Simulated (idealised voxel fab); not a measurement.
This is a process module. Its name is voxel capacitor over wiring.
The cross-section shown here is cut; it is 195 nm wide and divided into square cells measuring 5 nm on a side.
A cross-section is written here as square cells arranged in a grid, and it is given in bands from the top down, each band taking up one or more rows of cells.
This entry defines a band. It first specifies the height of the band's top and the height of its bottom in nm, and then specifies the band's materials from left to right, stating each material with its width in nm. The word "everywhere" identifies a single material that fills the band from edge to edge, while the word "air" identifies empty space.
Beneath 0, the wafer as received is one material, and that level is where height counting begins. The lowest band goes on downward without a bottom; it is written like "top 0, no bottom".
With a width like "30 to 40", each row of cells in the band differs from the next by the same amount, the top row carrying the first number and the bottom row the second.
Given "left unchanged" for a step, no cell of the cross-section differs between before and after that step.
Enclosed voids (no open way to top), threshold 8 cells or more, entry "Voids, enclosed", notation width x height at distance, distance from left edge, nm.
Where a step's line continues beyond its settings, the continuation is a remark by the simulator itself on that step.
A step's line can hold "overlay nm"; with a mask on that step, the setting says how far right of the planned place the mask lay, while a negative setting says it lay to the left.

Steps planned for the process
1: RECEIVE: material Si
2: CONFORMAL_DEP: material SiO2, thk nm 10
3: CONFORMAL_DEP: material SiCN, thk nm 5
4: DIRECTIONAL_DEP: material lowk, thk nm 15
5: PATTERN: tone open, mask id METAL_1, material resist, width nm 25, pitch nm 80, thk nm 15, overlay nm 0
6: DIRECTIONAL_ETCH: etch materials lowk, depth nm 15
7: DIRECTIONAL_ETCH: etch materials SiCN, depth nm 5
8: STRIP: etch materials resist
9: CONFORMAL_DEP: material TiN, thk nm 5
10: FILL_DEP: material Cu, thk nm 10
11: CMP: height nm 30
12: EPI: material Ru, thk nm 5
13: FILL_DEP: material SiCN, thk nm 5
14: DIRECTIONAL_DEP: material lowk, thk nm 10
15: MASKED_ETCH: tone open, mask id PLUG_1, width nm 15, etch materials lowk, depth nm 10, overlay nm 0
16: MASKED_ETCH: tone open, mask id PLUG_1, width nm 15, etch materials SiCN, depth nm 5, overlay nm 0
17: EPI: material Ru, thk nm 10
18: EPI: material Ru, thk nm 5
19: DIRECTIONAL_DEP: material TiN, thk nm 10
20: DIRECTIONAL_DEP: material SiN, thk nm 5
21: DIRECTIONAL_DEP: material TiN, thk nm 10
22: DIRECTIONAL_DEP: material aC, thk nm 10
23: PATTERN: tone cover, mask id UPPER_PLATE, material resist, width nm 60, thk nm 30, overlay nm 0
24: DIRECTIONAL_ETCH: etch materials aC, depth nm 10
25: STRIP: etch materials resist
26: DIRECTIONAL_ETCH: etch materials TiN, depth nm 10
27: DIRECTIONAL_ETCH: etch materials SiN, depth nm 5
28: STRIP: etch materials aC
29: MASKED_ETCH: tone cover, mask id LOWER_PLATE, width nm 70, etch materials TiN, depth nm 10, overlay nm 0
30: FILL_DEP: material SiO2, thk nm 15
31: CMP: height nm 85
32: PATTERN: tone open, mask id PLUG_2, material resist, width nm 15, thk nm 20, overlay nm 0
33: DIRECTIONAL_ETCH: etch materials SiO2, depth nm 10
34: STRIP: etch materials resist
35: CONFORMAL_DEP: material TiN, thk nm 5
36: FILL_DEP: material Cu, thk nm 5
37: CMP: height nm 85
38: CONFORMAL_DEP: material SiCN, thk nm 5

Cross-section: wafer on arrival = after step 1
	top 0, no bottom = Si everywhere
	Voids, enclosed: none

Starting wafer: above. Plan: above. Run: one mistake. Cross-section after the module: below
	top 90, bottom 85 = SiCN everywhere
	top 85, bottom 80 = 65 SiO2, then 5 TiN, then 5 Cu, then 5 TiN, then 115 SiO2
	top 80, bottom 75 = 65 SiO2, then 15 TiN, then 115 SiO2
	top 75, bottom 65 = 55 SiO2, then 60 TiN, then 80 SiO2
	top 65, bottom 60 = 55 SiO2, then 60 SiN, then 80 SiO2
	top 60, bottom 50 = 50 SiO2, then 75 TiN, then 70 SiO2
	top 50, bottom 40 = 55 lowk, then 15 Ru, then 125 lowk
	top 40, bottom 35 = 55 SiCN, then 15 Ru, then 125 SiCN
	top 35, bottom 30 = 40 SiCN, then 35 Ru, then 45 SiCN, then 35 Ru, then 40 SiCN
	top 30, bottom 15 = 45 lowk, then 5 TiN, then 15 Cu, then 5 TiN, then 55 lowk, then 5 TiN, then 15 Cu, then 5 TiN, then 45 lowk
	top 15, bottom 10 = 45 SiCN, then 25 TiN, then 55 SiCN, then 25 TiN, then 45 SiCN
	top 10, bottom 0 = SiO2 everywhere
	top 0, no bottom = Si everywhere
	Voids, enclosed: none
Nonconformance to the process plan: heads up, step 29 didn't go per plan, it actually ran as MASKED_ETCH: tone cover, mask id LOWER_PLATE, width nm 75, etch materials TiN, depth nm 10, overlay nm 0
